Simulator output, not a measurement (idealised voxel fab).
This section sets out a process module, namely voxel transistor to metal.
Section shown: cut. Width: 300 nm. Cell size: 5 nm, square.
How to read a cross-section here: the picture is a grid of square cells, written as bands going from the top down, and any band can span one or more rows of cells. Heights first: top, then bottom, in nm. Then materials, left to right, each with a width in nm. "throughout" on a single material: fills the band edge to edge. "blank": empty space. Heights are reckoned from 0. Under this level, the received wafer is all of one material. The bottommost band is open-ended downward, for example "top 0, no bottom". A width such as "30->40" changes by the same amount from each row of cells to the next, from the band's top row to its bottom row. "remained the same" for a step: no cell of the cross-section changed in that step. In "Unvented voids" the enclosed voids are listed, meaning empty spaces of 8 cells or larger without any opening to the top. The form is width x height at distance, distance from the left edge, units nm. That trailing text on a step's line, after the settings, is the simulator's own remark on the step. The setting "overlay nm" may be written on the line of a step. When the step uses a mask, the value reports how far to the right of the planned place the mask lay, and a negative value reports that it lay to the left.

These are the steps we planned for the process
| 1 | op RECEIVE | material Si |
| 2 | op CONFORMAL_DEP | material SiO2 | thk nm 5 |
| 3 | op CONFORMAL_DEP | material SiN | thk nm 10 |
| 4 | op PATTERN | tone cover | mask id ACTIVE | material resist | width nm 100 | pitch nm 125 | thk nm 20 | overlay nm 0 |
| 5 | op DIRECTIONAL_ETCH | etch materials SiN | depth nm 10 |
| 6 | op DIRECTIONAL_ETCH | etch materials SiO2 | depth nm 5 |
| 7 | op DIRECTIONAL_ETCH | etch materials Si | depth nm 20 |
| 8 | op STRIP | etch materials resist |
| 9 | op FILL_DEP | material SiO2 | thk nm 5 |
| 10 | op CMP | height nm 15 |
| 11 | op SELECTIVE_ETCH | etch materials SiO2 | depth nm 5 |
| 12 | op STRIP | etch materials SiN |
| 13 | op SELECTIVE_ETCH | etch materials SiO2 | depth nm 5 |
| 14 | op OXIDIZE | depth nm 5 |
| 15 | op DIRECTIONAL_DEP | material polySi | thk nm 25 |
| 16 | op DIRECTIONAL_DEP | material SiCN | thk nm 10 |
| 17 | op PATTERN | tone cover | mask id GATE | material resist | width nm 20 | pitch nm 125 | thk nm 20 | overlay nm 0 |
| 18 | op DIRECTIONAL_ETCH | etch materials SiCN | depth nm 20 |
| 19 | op DIRECTIONAL_ETCH | etch materials polySi | depth nm 35 |
| 20 | op STRIP | etch materials resist |
| 21 | op CONFORMAL_DEP | material SiN | thk nm 10 |
| 22 | op DIRECTIONAL_ETCH | etch materials SiN | depth nm 10 |
| 23 | op DIRECTIONAL_ETCH | etch materials SiO2 | depth nm 5 |
| 24 | op EPI | material nSi | thk nm 5 |
| 25 | op FILL_DEP | material SiO2 | thk nm 5 |
| 26 | op CMP | height nm 35 |
| 27 | op DIRECTIONAL_DEP | material SiO2 | thk nm 10 |
| 28 | op PATTERN | tone open | mask id CONTACT | material resist | width nm 25 | thk nm 20 | overlay nm 0 |
| 29 | op DIRECTIONAL_ETCH | etch materials SiO2 | depth nm 45 |
| 30 | op STRIP | etch materials resist |
| 31 | op CONFORMAL_DEP | material TiN | thk nm 5 |
| 32 | op FILL_DEP | material W | thk nm 5 |
| 33 | op CMP | height nm 45 |
| 34 | op DIRECTIONAL_DEP | material TiN | thk nm 5 |
| 35 | op DIRECTIONAL_DEP | material Ru | thk nm 25 |
| 36 | op MASKED_ETCH | tone cover | mask id METAL_1 | width nm 15 | etch materials Ru | depth nm 25 | overlay nm 0 |
| 37 | op MASKED_ETCH | tone cover | mask id METAL_1 | width nm 15 | etch materials TiN | depth nm 5 | overlay nm 0 |
| 38 | op FILL_DEP | material SiO2 | thk nm 5 |
| 39 | op CMP | height nm 75 |
| 40 | op CONFORMAL_DEP | material SiN | thk nm 5 |

Here's what the wafer looked like in cross-section when it arrived - that's after step 1
	top 0, no bottom: Si throughout
	Unvented voids: none

The cross-section shown corresponds to the wafer at the conclusion of the module. The initial structure and the process plan are those presented above; however, one mistake occurred in executing the plan
	top 80, bottom 75: SiN throughout
	top 75, bottom 50: 45 nm SiO2 | 15 nm Ru | 50 nm SiO2 | 15 nm Ru | 45 nm SiO2 | 15 nm Ru | 50 nm SiO2 | 15 nm Ru | 50 nm SiO2
	top 50, bottom 45: 45 nm SiO2 | 15 nm TiN | 50 nm SiO2 | 15 nm TiN | 45 nm SiO2 | 15 nm TiN | 50 nm SiO2 | 15 nm TiN | 50 nm SiO2
	top 45, bottom 35: 45 nm SiO2 | 5 nm TiN | 15->10 nm W | 5->10 nm TiN | 30 nm SiO2 | 5->10 nm TiN | 15->10 nm W | 5 nm TiN | 45 nm SiO2 | 5 nm TiN | 15->10 nm W | 5->10 nm TiN | 30 nm SiO2 | 5->10 nm TiN | 15->10 nm W | 5 nm TiN | 50 nm SiO2
	top 35, bottom 25: 45 nm SiO2 | 5 nm TiN | 10 nm W | 5 nm TiN | 10 nm SiN | 20 nm SiCN | 10 nm SiN | 5 nm TiN | 10 nm W | 5 nm TiN | 45 nm SiO2 | 5 nm TiN | 10 nm W | 5 nm TiN | 10 nm SiN | 20 nm SiCN | 10 nm SiN | 5 nm TiN | 10 nm W | 5 nm TiN | 50 nm SiO2
	top 25, bottom 5: 45 nm SiO2 | 5 nm TiN | 10 nm W | 5 nm TiN | 10 nm SiN | 20 nm polySi | 10 nm SiN | 5 nm TiN | 10 nm W | 5 nm TiN | 45 nm SiO2 | 5 nm TiN | 10 nm W | 5 nm TiN | 10 nm SiN | 20 nm polySi | 10 nm SiN | 5 nm TiN | 10 nm W | 5 nm TiN | 50 nm SiO2
	top 5, bottom 0: 30 nm SiO2 | 10 nm SiN | 5 nm SiO2 | 20 nm TiN | 10 nm SiN | 20 nm polySi | 10 nm SiN | 20 nm TiN | 10 nm SiO2 | 10 nm SiN | 10 nm SiO2 | 10 nm SiN | 5 nm SiO2 | 20 nm TiN | 10 nm SiN | 20 nm polySi | 10 nm SiN | 20 nm TiN | 10 nm SiO2 | 10 nm SiN | 30 nm SiO2
	top 0, bottom -5: 40 nm SiO2 | 25 nm nSi | 40 nm SiO2 | 30 nm nSi | 30 nm SiO2 | 25 nm nSi | 40 nm SiO2 | 30 nm nSi | 40 nm SiO2
	top -5, bottom -20: 35 nm SiO2 | 105 nm Si | 20 nm SiO2 | 105 nm Si | 35 nm SiO2
	top -20, no bottom: Si throughout
	Unvented voids: none
What broke from the plan during processing? step 4 was not run as planned; what actually ran was op PATTERN | tone cover | mask id ACTIVE | material resist | width nm 105 | pitch nm 125 | thk nm 20 | overlay nm 0
